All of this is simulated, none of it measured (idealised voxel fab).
process module | voxel ribs on slabs
cross-section cut | 250 nm wide | cells 5 nm
A cross-section is a grid of square cells, given in bands from the top down. A band is one or more rows of cells.
Each band's line starts with the height of the band's top and of its bottom, in nm. Then come its materials from left to right, each with its width in nm. One material with "throughout" fills the band from edge to edge. "air" is empty space.
Height 0 is the level under which the wafer as received is all one material. The lowest band goes on downwards, as in "0 down".
A width such as "30 to 40" changes by the same amount from each row of cells to the next, from the band's top row to its bottom row.
"no change" after a step means that no cell of the cross-section changed.
closed voids: empty space of 8 cells or more with no open way to the top, each as width x height at its distance from the left edge, in nm
after a step's settings: what the simulator itself notes on the step
overlay nm, on a step with a mask: how far to the right of its planned place the mask lay; to the left if negative
plan
1 op RECEIVE | material Si
2 op DIRECTIONAL_DEP | material SiO2 | thk nm 25
3 op DIRECTIONAL_DEP | material SiN | thk nm 5
4 op MASKED_ETCH | tone cover | mask id RIB | width nm 20 | etch materials SiN | depth nm 10 | overlay nm 0
5 op MASKED_ETCH | tone cover | mask id SLAB | width nm 60 | etch materials SiN | depth nm 5 | overlay nm 0
6 op FILL_DEP | material SiO2 | thk nm 20
7 op CMP | height nm 50
8 op DIRECTIONAL_DEP | material TiN | thk nm 5
9 op MASKED_ETCH | tone cover | mask id HEATER | width nm 30 | etch materials TiN | depth nm 5 | overlay nm 0
10 op CONFORMAL_DEP | material SiO2 | thk nm 5
varied across the wafers: thk nm of step 3. The plan shows the first wafer's value. All wafers start alike
first wafer as received, after step 1
  0 down: Si throughout
  closed voids: none
first wafer at the end, after step 10
  60 to 55: air 105 | SiO2 40 | air 105
  55 to 50: SiO2 110 | TiN 30 | SiO2 110
  50 to 30: SiO2 throughout
  30 to 25: SiO2 115 | SiN 20 | SiO2 115
  25 to 0: SiO2 throughout
  0 down: Si throughout
  closed voids: none
last wafer at the end
  60 to 55: air 105 | SiO2 40 | air 105
  55 to 50: SiO2 110 | TiN 30 | SiO2 110
  50 to 40: SiO2 115 to 95 | SiN 20 to 60 | SiO2 115 to 95
  40 to 25: SiN throughout
  25 to 0: SiO2 throughout
  0 down: Si throughout
  closed voids: none
each wafer at the end: cells of each material gained (+) or lost (-) since it was received, then its closed voids
thk nm 5 | +4 SiN | +548 SiO2 | +6 TiN | closed voids: none
thk nm 10 | +8 SiN | +544 SiO2 | +6 TiN | closed voids: none
thk nm 15 | +20 SiN | +532 SiO2 | +6 TiN | closed voids: none
thk nm 20 | +70 SiN | +482 SiO2 | +6 TiN | closed voids: none
thk nm 25 | +120 SiN | +432 SiO2 | +6 TiN | closed voids: none
thk nm 30 | +166 SiN | +386 SiO2 | +6 TiN | closed voids: none
